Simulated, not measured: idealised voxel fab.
This section sets out a process module, namely voxel transistor to metal.
Cross-section cut: width 275 nm, square cells of 5 nm.
In this document a cross-section is written as a grid of square cells. It is given as a series of bands, listed from the top down, and a band is one or more rows of cells.
What a band's entry tells you: where the top is and where the bottom is, as heights in nm, and after that what lies inside, material by material from left to right, each with its width in nm. Empty space is written as the word "air", and a single material marked with the word "throughout" occupies the band from edge to edge.
Heights are reckoned from 0. Under this level, the received wafer is all of one material. The bottommost band is open-ended downward, for example "0 and below".
Read "30 to 40" as a graded width: first number on top, second number at the bottom, same change between each pair of neighbouring rows.
The cross-section has no changed cell in any step marked "stayed the same".
Each empty space that has no open way to the top and spans at least 8 cells appears under "Closed internal voids" as width x height at distance, the distance counted from the left edge, all in nm.
Past the settings on a step's line: simulator remark, on that step.
"overlay nm", when on a step's line for a step with a mask, measures how far to the right of its planned place the mask lay; a negative measure means to the left.
[The planned process steps are enumerated hereunder]
1 RECEIVE: material Si
2 CONFORMAL_DEP: material SiO2, thk nm 5
3 CONFORMAL_DEP: material SiN, thk nm 10
4 PATTERN: tone cover, mask id ACTIVE, material resist, width nm 105, pitch nm 125, thk nm 20, overlay nm 0
5 DIRECTIONAL_ETCH: etch materials SiN, depth nm 10
6 DIRECTIONAL_ETCH: etch materials SiO2, depth nm 5
7 DIRECTIONAL_ETCH: etch materials Si, depth nm 30
8 STRIP: etch materials resist
9 FILL_DEP: material SiO2, thk nm 15
10 CMP: height nm 15
11 SELECTIVE_ETCH: etch materials SiO2, depth nm 5
12 STRIP: etch materials SiN
13 SELECTIVE_ETCH: etch materials SiO2, depth nm 5
14 OXIDIZE: depth nm 5
15 DIRECTIONAL_DEP: material polySi, thk nm 20
16 DIRECTIONAL_DEP: material SiCN, thk nm 10
17 PATTERN: tone cover, mask id GATE, material resist, width nm 25, pitch nm 125, thk nm 20, overlay nm -15
18 DIRECTIONAL_ETCH: etch materials SiCN, depth nm 20
19 DIRECTIONAL_ETCH: etch materials polySi, depth nm 30
20 STRIP: etch materials resist
21 CONFORMAL_DEP: material SiN, thk nm 10
22 DIRECTIONAL_ETCH: etch materials SiN, depth nm 10
23 DIRECTIONAL_ETCH: etch materials SiO2, depth nm 5
24 DIRECTIONAL_ETCH: etch materials Si, depth nm 10
25 EPI: material SiGe, thk nm 15
26 FILL_DEP: material SiO2, thk nm 5
27 CMP: height nm 30
28 DIRECTIONAL_DEP: material SiO2, thk nm 15
29 DIRECTIONAL_DEP: material aC, thk nm 10
30 PATTERN: tone open, mask id CONTACT, material resist, width nm 30, thk nm 25, overlay nm 0
31 DIRECTIONAL_ETCH: etch materials aC, depth nm 10
32 STRIP: etch materials resist
33 DIRECTIONAL_ETCH: etch materials SiO2, depth nm 35
34 STRIP: etch materials aC
35 CONFORMAL_DEP: material TiN, thk nm 5
36 FILL_DEP: material W, thk nm 5
37 CMP: height nm 45
38 CONFORMAL_DEP: material SiCN, thk nm 5
39 DIRECTIONAL_DEP: material lowk, thk nm 15
40 MASKED_ETCH: tone open, mask id METAL_1, width nm 20, etch materials lowk, depth nm 15, overlay nm 0
41 MASKED_ETCH: tone open, mask id METAL_1, width nm 20, etch materials SiCN, depth nm 5, overlay nm 0
42 CONFORMAL_DEP: material TiN, thk nm 5
43 FILL_DEP: material Ru, thk nm 5
44 CMP: height nm 65
45 CONFORMAL_DEP: material SiN, thk nm 5
For clarity, it should be stated that the wafers under discussion commence in an identical condition and differ with respect to the overlay nm of step 17, the plan indicating the value that the first wafer had.
[As received, i.e. after step 1: cross-section through the first of several wafers]
* 0 and below  Si throughout
* Closed internal voids: none
[Module end state after final step 45: cross-section of the first of several wafers]
* 70 down to 65  SiN throughout
* 65 down to 50  lowk 25, TiN 5, Ru 10, TiN 5, lowk 55, TiN 5, Ru 10, TiN 5, lowk 30, TiN 5, Ru 10, TiN 5, lowk 55, TiN 5, Ru 10, TiN 5, lowk 30
* 50 down to 45  SiCN 25, TiN 20, SiCN 55, TiN 20, SiCN 30, TiN 20, SiCN 55, TiN 20, SiCN 30
* 45 down to 35  SiO2 25, TiN 5, W 20, TiN 5, SiO2 35, TiN 5, W 20, TiN 5, SiO2 30, TiN 5, W 20, TiN 5, SiO2 35, TiN 5, W 20, TiN 5, SiO2 30
* 35 down to 30  SiO2 25, TiN 30, SiO2 35, TiN 5, W 20, TiN 5, SiO2 30, TiN 30, SiO2 35, TiN 5, W 20, TiN 5, SiO2 30
* 30 down to 20  SiO2 25, TiN 10, SiN 10, SiCN 25, SiN 10, SiO2 10, TiN 5, W 20, TiN 5, SiO2 30, TiN 10, SiN 10, SiCN 25, SiN 10, SiO2 10, TiN 5, W 20, TiN 5, SiO2 30
* 20 down to 15  SiO2 25, TiN 10, SiN 10, polySi 25, SiN 10, SiO2 10, TiN 5, W 20, TiN 5, SiO2 30, TiN 10, SiN 10, polySi 25, SiN 10, SiO2 10, TiN 5, W 20, TiN 5, SiO2 30
* 15 down to 10  SiO2 25, TiN 10, SiN 10, polySi 25, SiN 10, SiO2 10, TiN 30, SiO2 30, TiN 10, SiN 10, polySi 25, SiN 10, SiO2 10, TiN 30, SiO2 30
* 10 down to 5  SiO2 20, SiGe 15, SiN 10, polySi 25, SiN 10, SiGe 15, SiO2 10, SiGe 20, SiO2 20, SiGe 15, SiN 10, polySi 25, SiN 10, SiGe 15, SiO2 10, SiGe 20, SiO2 25
* 5 down to 0  SiO2 15, SiN 10, SiGe 10, SiN 10, polySi 25, SiN 10, SiGe 15, SiO2 10, SiGe 15, SiN 10, SiO2 10, SiN 10, SiGe 10, SiN 10, polySi 25, SiN 10, SiGe 15, SiO2 10, SiGe 15, SiN 10, SiO2 20
* 0 down to -5  SiO2 25, SiGe 10, SiO2 45, SiGe 40, SiO2 30, SiGe 10, SiO2 45, SiGe 40, SiO2 30
* -5 down to -15  SiO2 20, Si 5, SiGe 10, Si 45, SiGe 40, Si 5, SiO2 20, Si 5, SiGe 10, Si 45, SiGe 40, Si 5, SiO2 25
* -15 down to -30  SiO2 20, Si 105, SiO2 20, Si 105, SiO2 25
* -30 and below  Si throughout
* Closed internal voids: none
[Last-wafer cross-section at the end of the module]
* 70 down to 65  SiN throughout
* 65 down to 50  lowk 25, TiN 5, Ru 10, TiN 5, lowk 55, TiN 5, Ru 10, TiN 5, lowk 30, TiN 5, Ru 10, TiN 5, lowk 55, TiN 5, Ru 10, TiN 5, lowk 30
* 50 down to 45  SiCN 25, TiN 20, SiCN 55, TiN 20, SiCN 30, TiN 20, SiCN 55, TiN 20, SiCN 30
* 45 down to 35  SiO2 25, TiN 5, W 20, TiN 5, SiO2 35, TiN 5, W 20, TiN 5, SiO2 30, TiN 5, W 20, TiN 5, SiO2 35, TiN 5, W 20, TiN 5, SiO2 30
* 35 down to 30  SiO2 25, TiN 5, W 20, TiN 5, SiO2 35, TiN 30, SiO2 30, TiN 5, W 20, TiN 5, SiO2 35, TiN 30, SiO2 30
* 30 down to 20  SiO2 25, TiN 5, W 20, TiN 5, SiO2 10, SiN 10, SiCN 25, SiN 10, TiN 10, SiO2 30, TiN 5, W 20, TiN 5, SiO2 10, SiN 10, SiCN 25, SiN 10, TiN 10, SiO2 30
* 20 down to 15  SiO2 25, TiN 5, W 20, TiN 5, SiO2 10, SiN 10, polySi 25, SiN 10, TiN 10, SiO2 30, TiN 5, W 20, TiN 5, SiO2 10, SiN 10, polySi 25, SiN 10, TiN 10, SiO2 30
* 15 down to 10  SiO2 25, TiN 30, SiO2 10, SiN 10, polySi 25, SiN 10, TiN 10, SiO2 30, TiN 30, SiO2 10, SiN 10, polySi 25, SiN 10, TiN 10, SiO2 30
* 10 down to 5  SiO2 20, SiGe 20, SiO2 10, SiGe 15, SiN 10, polySi 25, SiN 10, SiGe 15, SiO2 20, SiGe 20, SiO2 10, SiGe 15, SiN 10, polySi 25, SiN 10, SiGe 15, SiO2 25
* 5 down to 0  SiO2 15, SiN 10, SiGe 15, SiO2 10, SiGe 15, SiN 10, polySi 25, SiN 10, SiGe 10, SiN 10, SiO2 10, SiN 10, SiGe 15, SiO2 10, SiGe 15, SiN 10, polySi 25, SiN 10, SiGe 10, SiN 10, SiO2 20
* 0 down to -5  SiO2 25, SiGe 40, SiO2 45, SiGe 10, SiO2 30, SiGe 40, SiO2 45, SiGe 10, SiO2 30
* -5 down to -15  SiO2 20, Si 5, SiGe 40, Si 45, SiGe 10, Si 5, SiO2 20, Si 5, SiGe 40, Si 45, SiGe 10, Si 5, SiO2 25
* -15 down to -30  SiO2 20, Si 105, SiO2 20, Si 105, SiO2 25
* -30 and below  Si throughout
* Closed internal voids: none
[Per wafer, end of module: cells gained (+) or lost (-) per material since receipt, then closed voids]
overlay nm -15; +24 Ru; -160 Si; +59 SiCN; +96 SiGe; +111 SiN; +307 SiO2; +112 TiN; +64 W; +117 lowk; +40 polySi; Closed internal voids: none
overlay nm -10; +24 Ru; -160 Si; +59 SiCN; +100 SiGe; +111 SiN; +295 SiO2; +112 TiN; +72 W; +117 lowk; +40 polySi; Closed internal voids: none
overlay nm -5; +24 Ru; -160 Si; +59 SiCN; +104 SiGe; +111 SiN; +283 SiO2; +112 TiN; +80 W; +117 lowk; +40 polySi; Closed internal voids: none
overlay nm 0; +24 Ru; -160 Si; +59 SiCN; +104 SiGe; +111 SiN; +283 SiO2; +112 TiN; +80 W; +117 lowk; +40 polySi; Closed internal voids: none
overlay nm 5; +24 Ru; -160 Si; +59 SiCN; +104 SiGe; +111 SiN; +283 SiO2; +112 TiN; +80 W; +117 lowk; +40 polySi; Closed internal voids: none
overlay nm 10; +24 Ru; -160 Si; +59 SiCN; +100 SiGe; +111 SiN; +295 SiO2; +112 TiN; +72 W; +117 lowk; +40 polySi; Closed internal voids: none
overlay nm 15; +24 Ru; -160 Si; +59 SiCN; +96 SiGe; +111 SiN; +307 SiO2; +112 TiN; +64 W; +117 lowk; +40 polySi; Closed internal voids: none
